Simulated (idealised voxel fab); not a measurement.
The document below concerns the process module designated voxel capacitor over wiring.
Cross-section cut spans 295 nm and uses square cells 5 nm in size.
The cross-sections in this document take the form of a grid made of square cells. They are written out as bands, in order from top to bottom. Each band consists of one or more rows of cells.
It is stipulated that each band's entry specify, in nanometres, the height of the top of the band and then that of its bottom, followed by the materials of the band in left-to-right sequence, each together with its width in nanometres. A single material marked by the word "edge to edge" is understood to fill the band from edge to edge; the word "air" is understood to denote empty space.
Convention: height 0 is the level below which the wafer, as received, is all one material. The lowest band does not terminate at the bottom but continues downward, represented as "0 -> down".
Top row gets the first number, bottom row gets the second, and each row in between changes by the same step: that is how a band width like "30->40" works.
"nothing was modified" means the step left every cell of the cross-section as it was.
Look at "Closed void table" for the closed voids: empty spaces with no open path to the top, sized 8 cells or up. Each is width x height at distance, distance from the left edge, all nm.
If you see something after the settings on a step's line, that's the simulator's own remark about that step.
overlay nm: where the mask lay relative to plan, measured to the right, on steps with a mask; negatives go left.
## The process steps that were planned are listed below
1: RECEIVE | material Si
2: CONFORMAL_DEP | material SiO2 | thk nm 10
3: CONFORMAL_DEP | material SiCN | thk nm 5
4: DIRECTIONAL_DEP | material SiO2 | thk nm 15
5: DIRECTIONAL_DEP | material aC | thk nm 10
6: PATTERN | tone open | mask id METAL_1 | material resist | width nm 20 | pitch nm 80 | thk nm 25 | overlay nm 0
7: DIRECTIONAL_ETCH | etch materials aC | depth nm 10
8: STRIP | etch materials resist
9: DIRECTIONAL_ETCH | etch materials SiO2 | depth nm 15
10: DIRECTIONAL_ETCH | etch materials SiCN | depth nm 5
11: STRIP | etch materials aC
12: CONFORMAL_DEP | material TiN | thk nm 5
13: FILL_DEP | material Cu | thk nm 10
14: CMP | height nm 30
15: CONFORMAL_DEP | material SiCN | thk nm 5
16: DIRECTIONAL_DEP | material lowk | thk nm 15
17: DIRECTIONAL_DEP | material aC | thk nm 10
18: PATTERN | tone open | mask id PLUG_1 | material resist | width nm 15 | thk nm 30 | overlay nm 0
19: DIRECTIONAL_ETCH | etch materials aC | depth nm 10
20: STRIP | etch materials resist
21: DIRECTIONAL_ETCH | etch materials lowk | depth nm 15
22: DIRECTIONAL_ETCH | etch materials SiCN | depth nm 5
23: STRIP | etch materials aC
24: CONFORMAL_DEP | material TiN | thk nm 5
25: FILL_DEP | material Ru | thk nm 10
26: CMP | height nm 50
27: DIRECTIONAL_DEP | material TiN | thk nm 5
28: DIRECTIONAL_DEP | material SiN | thk nm 5
29: DIRECTIONAL_DEP | material TiN | thk nm 10
30: PATTERN | tone cover | mask id UPPER_PLATE | material resist | width nm 65 | thk nm 15 | overlay nm 0
31: DIRECTIONAL_ETCH | etch materials TiN | depth nm 10
32: DIRECTIONAL_ETCH | etch materials SiN | depth nm 5
33: STRIP | etch materials resist
34: DIRECTIONAL_DEP | material aC | thk nm 10
35: PATTERN | tone cover | mask id LOWER_PLATE | material resist | width nm 75 | thk nm 25 | overlay nm 0
36: DIRECTIONAL_ETCH | etch materials aC | depth nm 10
37: STRIP | etch materials resist
38: DIRECTIONAL_ETCH | etch materials TiN | depth nm 5
39: STRIP | etch materials aC
40: FILL_DEP | material SiO2 | thk nm 20
41: CMP | height nm 85
42: PATTERN | tone open | mask id PLUG_2 | material resist | width nm 15 | thk nm 15 | overlay nm 0
43: DIRECTIONAL_ETCH | etch materials SiO2 | depth nm 15
44: STRIP | etch materials resist
45: CONFORMAL_DEP | material TiN | thk nm 5
46: FILL_DEP | material Ru | thk nm 5
47: CMP | height nm 85
48: CONFORMAL_DEP | material SiN | thk nm 5
## Wafer as received: cross-section following step 1
> 0 -> down | Si edge to edge
> Closed void table: none
## Module complete - cross-section of the first of two wafers, run according to plan
> 90 -> 85 | SiN edge to edge
> 85 -> 75 | SiO2: 110 / TiN: 5 / Ru: 5 / TiN: 5 / SiO2: 170
> 75 -> 70 | SiO2: 110 / TiN: 15 / SiO2: 170
> 70 -> 60 | SiO2: 100 / TiN: 65 / SiO2: 130
> 60 -> 55 | SiO2: 100 / SiN: 65 / SiO2: 130
> 55 -> 50 | SiO2: 95 / TiN: 75 / SiO2: 125
> 50 -> 35 | lowk: 100 / TiN: 5 / Ru: 5 / TiN: 5 / lowk: 180
> 35 -> 30 | SiCN: 100 / TiN: 15 / SiCN: 180
> 30 -> 15 | SiO2: 95 / TiN: 5 / Cu: 10 / TiN: 5 / SiO2: 60 / TiN: 5 / Cu: 10 / TiN: 5 / SiO2: 100
> 15 -> 10 | SiCN: 95 / TiN: 20 / SiCN: 60 / TiN: 20 / SiCN: 100
> 10 -> 0 | SiO2 edge to edge
> 0 -> down | Si edge to edge
> Closed void table: none
## Wafer two, sectioned after the module: the first wafer's start, the first wafer's plan, and one mistake in how it was run
> 90 -> 85 | SiN edge to edge
> 85 -> 80 | TiN: 115 / Ru: 5 / TiN: 175
> 80 -> 75 | SiO2: 110 / TiN: 5 / Ru: 5 / TiN: 5 / SiO2: 170
> 75 -> 70 | SiO2: 110 / TiN: 15 / SiO2: 170
> 70 -> 60 | SiO2: 100 / TiN: 65 / SiO2: 130
> 60 -> 55 | SiO2: 100 / SiN: 65 / SiO2: 130
> 55 -> 50 | SiO2: 95 / TiN: 75 / SiO2: 125
> 50 -> 35 | lowk: 100 / TiN: 5 / Ru: 5 / TiN: 5 / lowk: 180
> 35 -> 30 | SiCN: 100 / TiN: 15 / SiCN: 180
> 30 -> 15 | SiO2: 95 / TiN: 5 / Cu: 10 / TiN: 5 / SiO2: 60 / TiN: 5 / Cu: 10 / TiN: 5 / SiO2: 100
> 15 -> 10 | SiCN: 95 / TiN: 20 / SiCN: 60 / TiN: 20 / SiCN: 100
> 10 -> 0 | SiO2 edge to edge
> 0 -> down | Si edge to edge
> Closed void table: none
What was done differently from what was planned? rather than as planned, step 41 actually ran as CMP | height nm 80
Looking at both finished wafers in cells, the second ends up ahead of or behind the first on some materials: -56 SiO2, +56 TiN
